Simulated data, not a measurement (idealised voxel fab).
process module | voxel self aligned vias
cross-section cut | 270 nm wide | cells 5 nm
A cross-section is a grid of square cells, given in bands from the top down. A band is one or more rows of cells.
Each band's line starts with the height of the band's top and of its bottom, in nm. Then come its materials from left to right, each with its width in nm. One material with "throughout" fills the band from edge to edge. "air" is empty space.
Height 0 is the level under which the wafer as received is all one material. The lowest band goes on downwards, as in "0 down".
A width such as "30 to 40" changes by the same amount from each row of cells to the next, from the band's top row to its bottom row.
"no change" after a step means that no cell of the cross-section changed.
closed voids: empty space of 8 cells or more with no open way to the top, each as width x height at its distance from the left edge, in nm
after a step's settings: what the simulator itself notes on the step
overlay nm, on a step with a mask: how far to the right of its planned place the mask lay; to the left if negative
plan
1 op RECEIVE | material Si
2 op CONFORMAL_DEP | material SiO2 | thk nm 15
3 op CONFORMAL_DEP | material SiCN | thk nm 5
4 op DIRECTIONAL_DEP | material SiO2 | thk nm 25
5 op MASKED_ETCH | tone open | mask id LINES | width nm 30 | pitch nm 80 | etch materials SiO2 | depth nm 25 | overlay nm 0
6 op CONFORMAL_DEP | material TiN | thk nm 5
7 op FILL_DEP | material W | thk nm 10
8 op CMP | height nm 45
9 op SELECTIVE_ETCH | etch materials W Ru TiN | depth nm 10
10 op FILL_DEP | material SiN | thk nm 10
11 op CMP | height nm 45
12 op DIRECTIONAL_DEP | material SiO2 | thk nm 15
13 op PATTERN | tone open | mask id VIAS | material resist | width nm 50 | pitch nm 80 | thk nm 20 | overlay nm 0
14 op DIRECTIONAL_ETCH | etch materials SiO2 | depth nm 15
15 op DIRECTIONAL_ETCH | etch materials SiN | depth nm 10
16 op STRIP | etch materials resist
17 op CONFORMAL_DEP | material TiN | thk nm 5
18 op FILL_DEP | material W | thk nm 10
19 op CMP | height nm 60
20 op CONFORMAL_DEP | material SiCN | thk nm 5
as received, after step 1
  0 down: Si throughout
  closed voids: none
first wafer at the end, as planned
  65 to 60: SiCN throughout
  60 to 50: SiO2 70 | TiN 5 | W 40 | TiN 5 | SiO2 30 | TiN 5 | W 40 | TiN 5 | SiO2 70
  50 to 40: SiO2 70 to 80 | TiN 15 to 5 | W 20 | TiN 15 to 5 | SiO2 30 to 50 | TiN 15 to 5 | W 20 | TiN 15 to 5 | SiO2 70 to 80
  40 to 35: SiO2 80 | TiN 30 | SiO2 50 | TiN 30 | SiO2 80
  35 to 25: SiO2 80 | TiN 5 | W 20 | TiN 5 | SiO2 50 | TiN 5 | W 20 | TiN 5 | SiO2 80
  25 to 20: SiO2 80 | TiN 30 | SiO2 50 | TiN 30 | SiO2 80
  20 to 15: SiCN throughout
  15 to 0: SiO2 throughout
  0 down: Si throughout
  closed voids: none
second wafer at the end: like start, like plan, one mistake
  65 to 60: SiCN throughout
  60 to 50: SiO2 70 | TiN 5 | W 40 | TiN 5 | SiO2 30 | TiN 5 | W 40 | TiN 5 | SiO2 70
  50 to 40: SiO2 70 to 75 | TiN 10 to 5 | W 20 | TiN 20 to 5 | SiO2 30 to 50 | TiN 10 to 5 | W 20 | TiN 20 to 5 | SiO2 70 to 85
  40 to 35: SiO2 75 | TiN 30 | SiO2 50 | TiN 30 | SiO2 85
  35 to 25: SiO2 75 | TiN 5 | W 20 | TiN 5 | SiO2 50 | TiN 5 | W 20 | TiN 5 | SiO2 85
  25 to 20: SiO2 75 | TiN 30 | SiO2 50 | TiN 30 | SiO2 85
  20 to 15: SiCN throughout
  15 to 0: SiO2 throughout
  0 down: Si throughout
  closed voids: none
what went wrong: step 5 ran as: op MASKED_ETCH | tone open | mask id LINES | width nm 30 | pitch nm 80 | etch materials SiO2 | depth nm 25 | overlay nm -5
at the end the second wafer has, in cells: as many of each material as the first, in other places
